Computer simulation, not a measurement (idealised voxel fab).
Process module, titled voxel double patterning
Shown is cross-section cut, with a width of 150 nm and square cells of size 5 nm.
Think of the cross-section as a grid of square cells. We describe it in bands, top to bottom, and each band covers one or more rows of those cells. Read a band's entry like this: the first values are the height of its top and the height of its bottom in nm, and what follows is the sequence of materials from left to right, each with its width in nm. Note that "air" is empty space, and that a single material marked "throughout" reaches across the band from edge to edge. Heights are reckoned from 0. Under this level, the received wafer is all of one material. The bottommost band is open-ended downward, for example "z 0 and below". A two-number width, for instance "30->40", indicates that the width is equal to the first number in the top row of the band and to the second number in the bottom row, and that it changes by a constant amount per row of cells. Any step labelled "nothing different" changed none of the cells in the cross-section. "Sealed void inventory" - sealed voids, min. 8 cells, no opening to top; format: width x height at distance (distance from left edge; nm throughout). It should be noted that, on the line of a given step, the content following the step's settings is a remark produced by the simulator itself with respect to that step. "overlay nm" denotes, for a step that has a mask, the displacement of the mask to the right of its planned place, with negative values corresponding to the left. Everything after this point is organized in pairs: a cross-section before one process step, a cross-section after it that shows only as deep as the lowest changed band, and, under the pair, the intervening step with its settings. Because different runs of this module on the same starting wafer can supply different pairs, a pair continues from the pair above it only if its entry headed "Pre-step profile" says so.
**Pre-step profile**
> z 0 and below  Si throughout
> Sealed void inventory: none
**Sectional View, Post-Process**
> z 5 to 0  SiN throughout
> At heights below 0, the structure remains unaltered.
> Sealed void inventory: none
Quick note on the step between the two cross-sections above: CONFORMAL_DEP [material SiN] [thk nm 5]
Pre-step profile: same picture as after in the pair right above, so we don't repeat it.
**Sectional View, Post-Process**
> z 20 to 5  SiO2 throughout
> At heights below 5, the structure remains unaltered.
> Sealed void inventory: none
Quick note on the step between the two cross-sections above: DIRECTIONAL_DEP [material SiO2] [thk nm 15]
Pre-step profile: same picture as after in the pair right above, so we don't repeat it.
**Sectional View, Post-Process**
> z 30 to 20  SiCN throughout
> At heights below 20, the structure remains unaltered.
> Sealed void inventory: none
Quick note on the step between the two cross-sections above: DIRECTIONAL_DEP [material SiCN] [thk nm 10]
Pre-step profile: same picture as after in the pair right above, so we don't repeat it.
**Sectional View, Post-Process**
> z 50 to 30  resist 40, then air 15, then resist 35, then air 15, then resist 45
> At heights below 30, the structure remains unaltered.
> Sealed void inventory: none
Quick note on the step between the two cross-sections above: PATTERN [tone open] [mask id FIRST] [material resist] [width nm 15] [pitch nm 50] [thk nm 20] [overlay nm 0]
Pre-step profile: same picture as after in the pair right above, so we don't repeat it.
**Sectional View, Post-Process**
> z 50 to 30  resist 40, then air 15, then resist 35, then air 15, then resist 45
> z 30 to 20  SiCN 40, then air 15, then SiCN 35, then air 15, then SiCN 45
> At heights below 20, the structure remains unaltered.
> Sealed void inventory: none
Quick note on the step between the two cross-sections above: DIRECTIONAL_ETCH [etch materials SiCN] [depth nm 10]
Pre-step profile: same picture as after in the pair right above, so we don't repeat it.
**Sectional View, Post-Process**
> z 30 to 20  SiCN 40, then air 15, then SiCN 35, then air 15, then SiCN 45
> At heights below 20, the structure remains unaltered.
> Sealed void inventory: none
Quick note on the step between the two cross-sections above: STRIP [etch materials resist]
Pre-step profile: same picture as after in the pair right above, so we don't repeat it.
**Sectional View, Post-Process**
> z 30 to 20  SiCN 40, then air 15, then SiCN 10, then air 15, then SiCN 10, then air 15, then SiCN 45
> At heights below 20, the structure remains unaltered.
> Sealed void inventory: none
Quick note on the step between the two cross-sections above: MASKED_ETCH [tone open] [mask id SECOND] [width nm 15] [etch materials SiCN] [depth nm 10] [overlay nm 0]
Pre-step profile: same picture as after in the pair right above, so we don't repeat it.
**Sectional View, Post-Process**
> z 30 to 20  SiCN 40, then air 15, then SiCN 10, then air 15, then SiCN 10, then air 15, then SiCN 45
> z 20 to 5  SiO2 40, then air 15, then SiO2 10, then air 15, then SiO2 10, then air 15, then SiO2 45
> At heights below 5, the structure remains unaltered.
> Sealed void inventory: none
Quick note on the step between the two cross-sections above: DIRECTIONAL_ETCH [etch materials SiO2] [depth nm 15]
Pre-step profile: same picture as after in the pair right above, so we don't repeat it.
**Sectional View, Post-Process**
> z 20 to 5  SiO2 40, then air 15, then SiO2 10, then air 15, then SiO2 10, then air 15, then SiO2 45
> At heights below 5, the structure remains unaltered.
> Sealed void inventory: none
Quick note on the step between the two cross-sections above: STRIP [etch materials SiCN]
**Pre-step profile**
> z 20 to 5  SiO2 throughout
> z 5 to 0  SiN throughout
> z 0 and below  Si throughout
> Sealed void inventory: none
**Sectional View, Post-Process**
> z 35 to 5  SiO2 throughout
> At heights below 5, the structure remains unaltered.
> Sealed void inventory: none
Quick note on the step between the two cross-sections above: DIRECTIONAL_DEP [material SiO2] [thk nm 15]
Pre-step profile: same picture as after in the pair right above, so we don't repeat it.
**Sectional View, Post-Process**
> z 45 to 35  SiCN throughout
> At heights below 35, the structure remains unaltered.
> Sealed void inventory: none
Quick note on the step between the two cross-sections above: DIRECTIONAL_DEP [material SiCN] [thk nm 10]
Pre-step profile: same picture as after in the pair right above, so we don't repeat it.
**Sectional View, Post-Process**
> z 65 to 45  resist 40, then air 15, then resist 35, then air 15, then resist 45
> At heights below 45, the structure remains unaltered.
> Sealed void inventory: none
Quick note on the step between the two cross-sections above: PATTERN [tone open] [mask id FIRST] [material resist] [width nm 15] [pitch nm 50] [thk nm 20] [overlay nm 0]
Pre-step profile: same picture as after in the pair right above, so we don't repeat it.
**Sectional View, Post-Process**
> z 65 to 45  resist 40, then air 15, then resist 35, then air 15, then resist 45
> z 45 to 35  SiCN 40, then air 15, then SiCN 35, then air 15, then SiCN 45
> At heights below 35, the structure remains unaltered.
> Sealed void inventory: none
Quick note on the step between the two cross-sections above: DIRECTIONAL_ETCH [etch materials SiCN] [depth nm 10]
Pre-step profile: same picture as after in the pair right above, so we don't repeat it.
**Sectional View, Post-Process**
> z 45 to 35  SiCN 40, then air 15, then SiCN 35, then air 15, then SiCN 45
> At heights below 35, the structure remains unaltered.
> Sealed void inventory: none
Quick note on the step between the two cross-sections above: STRIP [etch materials resist]
Pre-step profile: same picture as after in the pair right above, so we don't repeat it.
**Sectional View, Post-Process**
> z 45 to 35  SiCN 40, then air 15, then SiCN 10, then air 15, then SiCN 10, then air 15, then SiCN 45
> At heights below 35, the structure remains unaltered.
> Sealed void inventory: none
Quick note on the step between the two cross-sections above: MASKED_ETCH [tone open] [mask id SECOND] [width nm 15] [etch materials SiCN] [depth nm 10] [overlay nm 0]
Pre-step profile: same picture as after in the pair right above, so we don't repeat it.
**Sectional View, Post-Process**
> z 45 to 35  SiCN 40, then air 15, then SiCN 10, then air 15, then SiCN 10, then air 15, then SiCN 45
> z 35 to 20  SiO2 40, then air 15, then SiO2 10, then air 15, then SiO2 10, then air 15, then SiO2 45
> At heights below 20, the structure remains unaltered.
> Sealed void inventory: none
Quick note on the step between the two cross-sections above: DIRECTIONAL_ETCH [etch materials SiO2] [depth nm 15]
Pre-step profile: same picture as after in the pair right above, so we don't repeat it.
**Sectional View, Post-Process**
> z 35 to 20  SiO2 40, then air 15, then SiO2 10, then air 15, then SiO2 10, then air 15, then SiO2 45
> At heights below 20, the structure remains unaltered.
> Sealed void inventory: none
Quick note on the step between the two cross-sections above: STRIP [etch materials SiCN]
**Pre-step profile**
> z 0 and below  Si throughout
> Sealed void inventory: none
**Sectional View, Post-Process**
> z 15 to 0  SiO2 throughout
> At heights below 0, the structure remains unaltered.
> Sealed void inventory: none
Quick note on the step between the two cross-sections above: DIRECTIONAL_DEP [material SiO2] [thk nm 15]
Pre-step profile: same picture as after in the pair right above, so we don't repeat it.
**Sectional View, Post-Process**
> z 20 to 15  SiN throughout
> At heights below 15, the structure remains unaltered.
> Sealed void inventory: none
Quick note on the step between the two cross-sections above: CONFORMAL_DEP [material SiN] [thk nm 5]
Pre-step profile: same picture as after in the pair right above, so we don't repeat it.
**Sectional View, Post-Process**
> z 30 to 20  SiCN throughout
> At heights below 20, the structure remains unaltered.
> Sealed void inventory: none
Quick note on the step between the two cross-sections above: DIRECTIONAL_DEP [material SiCN] [thk nm 10]
Pre-step profile: same picture as after in the pair right above, so we don't repeat it.
**Sectional View, Post-Process**
> z 50 to 30  resist 40, then air 15, then resist 35, then air 15, then resist 45
> At heights below 30, the structure remains unaltered.
> Sealed void inventory: none
Quick note on the step between the two cross-sections above: PATTERN [tone open] [mask id FIRST] [material resist] [width nm 15] [pitch nm 50] [thk nm 20] [overlay nm 0]
Pre-step profile: same picture as after in the pair right above, so we don't repeat it.
**Sectional View, Post-Process**
> z 50 to 30  resist 40, then air 15, then resist 35, then air 15, then resist 45
> z 30 to 20  SiCN 40, then air 15, then SiCN 35, then air 15, then SiCN 45
> At heights below 20, the structure remains unaltered.
> Sealed void inventory: none
Quick note on the step between the two cross-sections above: DIRECTIONAL_ETCH [etch materials SiCN] [depth nm 10]
Pre-step profile: same picture as after in the pair right above, so we don't repeat it.
**Sectional View, Post-Process**
> z 30 to 20  SiCN 40, then air 15, then SiCN 35, then air 15, then SiCN 45
> At heights below 20, the structure remains unaltered.
> Sealed void inventory: none
Quick note on the step between the two cross-sections above: STRIP [etch materials resist]
Pre-step profile: same picture as after in the pair right above, so we don't repeat it.
**Sectional View, Post-Process**
> z 30 to 20  SiCN 40, then air 15, then SiCN 10, then air 15, then SiCN 10, then air 15, then SiCN 45
> At heights below 20, the structure remains unaltered.
> Sealed void inventory: none
Quick note on the step between the two cross-sections above: MASKED_ETCH [tone open] [mask id SECOND] [width nm 15] [etch materials SiCN] [depth nm 10] [overlay nm 0]
Pre-step profile: same picture as after in the pair right above, so we don't repeat it.
**Sectional View, Post-Process**
> z 20 to 15  SiN throughout
> At heights below 15, the structure remains unaltered.
> Sealed void inventory: none
Quick note on the step between the two cross-sections above: STRIP [etch materials SiCN]
**Pre-step profile**
> z 30 to 20  SiCN 40, then air 15, then SiCN 10, then air 15, then SiCN 10, then air 15, then SiCN 45
> z 20 to 5  SiO2 throughout
> z 5 to 0  SiN throughout
> z 0 and below  Si throughout
> Sealed void inventory: none
**Sectional View, Post-Process**
> z 30 to 20  SiCN 40, then air 15, then SiCN 10, then air 15, then SiCN 10, then air 15, then SiCN 45
> z 20 to 15  SiO2 40, then air 15, then SiO2 10, then air 15, then SiO2 10, then air 15, then SiO2 45
> At heights below 15, the structure remains unaltered.
> Sealed void inventory: none
Quick note on the step between the two cross-sections above: DIRECTIONAL_ETCH [etch materials SiO2] [depth nm 5]
Pre-step profile: same picture as after in the pair right above, so we don't repeat it.
**Sectional View, Post-Process**
> z 20 to 15  SiO2 40, then air 15, then SiO2 10, then air 15, then SiO2 10, then air 15, then SiO2 45
> At heights below 15, the structure remains unaltered.
> Sealed void inventory: none
Quick note on the step between the two cross-sections above: STRIP [etch materials SiCN]
**Pre-step profile**
> z 30 to 20  SiCN 40, then air 15, then SiCN 35, then air 15, then SiCN 45
> z 20 to 5  SiO2 throughout
> z 5 to 0  SiN throughout
> z 0 and below  Si throughout
> Sealed void inventory: none
**Sectional View, Post-Process**
> z 30 to 20  SiCN 40, then air 15, then SiCN 5, then air 25, then SiCN 5, then air 15, then SiCN 45
> At heights below 20, the structure remains unaltered.
> Sealed void inventory: none
Quick note on the step between the two cross-sections above: MASKED_ETCH [tone open] [mask id SECOND] [width nm 25] [etch materials SiCN] [depth nm 10] [overlay nm 0]
Pre-step profile: same picture as after in the pair right above, so we don't repeat it.
**Sectional View, Post-Process**
> z 30 to 20  SiCN 40, then air 15, then SiCN 5, then air 25, then SiCN 5, then air 15, then SiCN 45
> z 20 to 5  SiO2 40, then air 15, then SiO2 5, then air 25, then SiO2 5, then air 15, then SiO2 45
> At heights below 5, the structure remains unaltered.
> Sealed void inventory: none
Quick note on the step between the two cross-sections above: DIRECTIONAL_ETCH [etch materials SiO2] [depth nm 15]
Pre-step profile: same picture as after in the pair right above, so we don't repeat it.
**Sectional View, Post-Process**
> z 20 to 5  SiO2 40, then air 15, then SiO2 5, then air 25, then SiO2 5, then air 15, then SiO2 45
> At heights below 5, the structure remains unaltered.
> Sealed void inventory: none
Quick note on the step between the two cross-sections above: STRIP [etch materials SiCN]
**Pre-step profile**
> z 30 to 20  SiCN throughout
> z 20 to 5  SiO2 throughout
> z 5 to 0  SiN throughout
> z 0 and below  Si throughout
> Sealed void inventory: none
**Sectional View, Post-Process**
> z 50 to 30  resist 30, then air 15, then resist 35, then air 15, then resist 55
> At heights below 30, the structure remains unaltered.
> Sealed void inventory: none
Quick note on the step between the two cross-sections above: PATTERN [tone open] [mask id FIRST] [material resist] [width nm 15] [pitch nm 50] [thk nm 20] [overlay nm -10]
Pre-step profile: same picture as after in the pair right above, so we don't repeat it.
**Sectional View, Post-Process**
> z 50 to 30  resist 30, then air 15, then resist 35, then air 15, then resist 55
> z 30 to 20  SiCN 30, then air 15, then SiCN 35, then air 15, then SiCN 55
> At heights below 20, the structure remains unaltered.
> Sealed void inventory: none
Quick note on the step between the two cross-sections above: DIRECTIONAL_ETCH [etch materials SiCN] [depth nm 10]
Pre-step profile: same picture as after in the pair right above, so we don't repeat it.
**Sectional View, Post-Process**
> z 30 to 20  SiCN 30, then air 15, then SiCN 35, then air 15, then SiCN 55
> At heights below 20, the structure remains unaltered.
> Sealed void inventory: none
Quick note on the step between the two cross-sections above: STRIP [etch materials resist]
Pre-step profile: same picture as after in the pair right above, so we don't repeat it.
**Sectional View, Post-Process**
> z 30 to 20  SiCN 30, then air 15, then SiCN 20, then air 30, then SiCN 55
> At heights below 20, the structure remains unaltered.
> Sealed void inventory: none
Quick note on the step between the two cross-sections above: MASKED_ETCH [tone open] [mask id SECOND] [width nm 15] [etch materials SiCN] [depth nm 10] [overlay nm 0]
Pre-step profile: same picture as after in the pair right above, so we don't repeat it.
**Sectional View, Post-Process**
> z 30 to 20  SiCN 30, then air 15, then SiCN 20, then air 30, then SiCN 55
> z 20 to 5  SiO2 30, then air 15, then SiO2 20, then air 30, then SiO2 55
> At heights below 5, the structure remains unaltered.
> Sealed void inventory: none
Quick note on the step between the two cross-sections above: DIRECTIONAL_ETCH [etch materials SiO2] [depth nm 15]
Pre-step profile: same picture as after in the pair right above, so we don't repeat it.
**Sectional View, Post-Process**
> z 20 to 5  SiO2 30, then air 15, then SiO2 20, then air 30, then SiO2 55
> At heights below 5, the structure remains unaltered.
> Sealed void inventory: none
Quick note on the step between the two cross-sections above: STRIP [etch materials SiCN]
**Pre-step profile**
> z 0 and below  Si throughout
> Sealed void inventory: none
**Sectional View, Post-Process**
> z 5 to 0  SiO2 throughout
> At heights below 0, the structure remains unaltered.
> Sealed void inventory: none
Quick note on the step between the two cross-sections above: CONFORMAL_DEP [material SiO2] [thk nm 5]
Pre-step profile: same picture as after in the pair right above, so we don't repeat it.
**Sectional View, Post-Process**
> z 20 to 0  SiO2 throughout
> At heights below 0, the structure remains unaltered.
> Sealed void inventory: none
Quick note on the step between the two cross-sections above: DIRECTIONAL_DEP [material SiO2] [thk nm 15]
Pre-step profile: same picture as after in the pair right above, so we don't repeat it.
**Sectional View, Post-Process**
> z 30 to 20  SiCN throughout
> At heights below 20, the structure remains unaltered.
> Sealed void inventory: none
Quick note on the step between the two cross-sections above: DIRECTIONAL_DEP [material SiCN] [thk nm 10]
Pre-step profile: same picture as after in the pair right above, so we don't repeat it.
**Sectional View, Post-Process**
> z 50 to 30  resist 40, then air 15, then resist 35, then air 15, then resist 45
> At heights below 30, the structure remains unaltered.
> Sealed void inventory: none
Quick note on the step between the two cross-sections above: PATTERN [tone open] [mask id FIRST] [material resist] [width nm 15] [pitch nm 50] [thk nm 20] [overlay nm 0]
Pre-step profile: same picture as after in the pair right above, so we don't repeat it.
**Sectional View, Post-Process**
> z 50 to 30  resist 40, then air 15, then resist 35, then air 15, then resist 45
> z 30 to 20  SiCN 40, then air 15, then SiCN 35, then air 15, then SiCN 45
> At heights below 20, the structure remains unaltered.
> Sealed void inventory: none
Quick note on the step between the two cross-sections above: DIRECTIONAL_ETCH [etch materials SiCN] [depth nm 10]
Pre-step profile: same picture as after in the pair right above, so we don't repeat it.
**Sectional View, Post-Process**
> z 30 to 20  SiCN 40, then air 15, then SiCN 35, then air 15, then SiCN 45
> At heights below 20, the structure remains unaltered.
> Sealed void inventory: none
Quick note on the step between the two cross-sections above: STRIP [etch materials resist]
Pre-step profile: same picture as after in the pair right above, so we don't repeat it.
**Sectional View, Post-Process**
> z 30 to 20  SiCN 40, then air 15, then SiCN 10, then air 15, then SiCN 10, then air 15, then SiCN 45
> At heights below 20, the structure remains unaltered.
> Sealed void inventory: none
Quick note on the step between the two cross-sections above: MASKED_ETCH [tone open] [mask id SECOND] [width nm 15] [etch materials SiCN] [depth nm 10] [overlay nm 0]
Pre-step profile: same picture as after in the pair right above, so we don't repeat it.
**Sectional View, Post-Process**
> z 30 to 20  SiCN 40, then air 15, then SiCN 10, then air 15, then SiCN 10, then air 15, then SiCN 45
> z 20 to 5  SiO2 40, then air 15, then SiO2 10, then air 15, then SiO2 10, then air 15, then SiO2 45
> At heights below 5, the structure remains unaltered.
> Sealed void inventory: none
Quick note on the step between the two cross-sections above: DIRECTIONAL_ETCH [etch materials SiO2] [depth nm 15]
Pre-step profile: same picture as after in the pair right above, so we don't repeat it.
**Sectional View, Post-Process**
> z 20 to 5  SiO2 40, then air 15, then SiO2 10, then air 15, then SiO2 10, then air 15, then SiO2 45
> At heights below 5, the structure remains unaltered.
> Sealed void inventory: none
Quick note on the step between the two cross-sections above: STRIP [etch materials SiCN]
**Pre-step profile**
> z 30 to 20  SiCN 40, then air 15, then SiCN 35, then air 15, then SiCN 45
> z 20 to 5  SiO2 throughout
> z 5 to 0  SiN throughout
> z 0 and below  Si throughout
> Sealed void inventory: none
**Sectional View, Post-Process**
> z 30 to 20  air 65, then SiCN 15, then air 70
> At heights below 20, the structure remains unaltered.
> Sealed void inventory: none
Quick note on the step between the two cross-sections above: MASKED_ETCH [tone cover] [mask id SECOND] [width nm 15] [etch materials SiCN] [depth nm 10] [overlay nm 0]
Pre-step profile: same picture as after in the pair right above, so we don't repeat it.
**Sectional View, Post-Process**
> z 30 to 20  air 65, then SiCN 15, then air 70
> z 20 to 5  air 65, then SiO2 15, then air 70
> At heights below 5, the structure remains unaltered.
> Sealed void inventory: none
Quick note on the step between the two cross-sections above: DIRECTIONAL_ETCH [etch materials SiO2] [depth nm 15]
Pre-step profile: same picture as after in the pair right above, so we don't repeat it.
**Sectional View, Post-Process**
> z 20 to 5  air 65, then SiO2 15, then air 70
> At heights below 5, the structure remains unaltered.
> Sealed void inventory: none
Quick note on the step between the two cross-sections above: STRIP [etch materials SiCN]
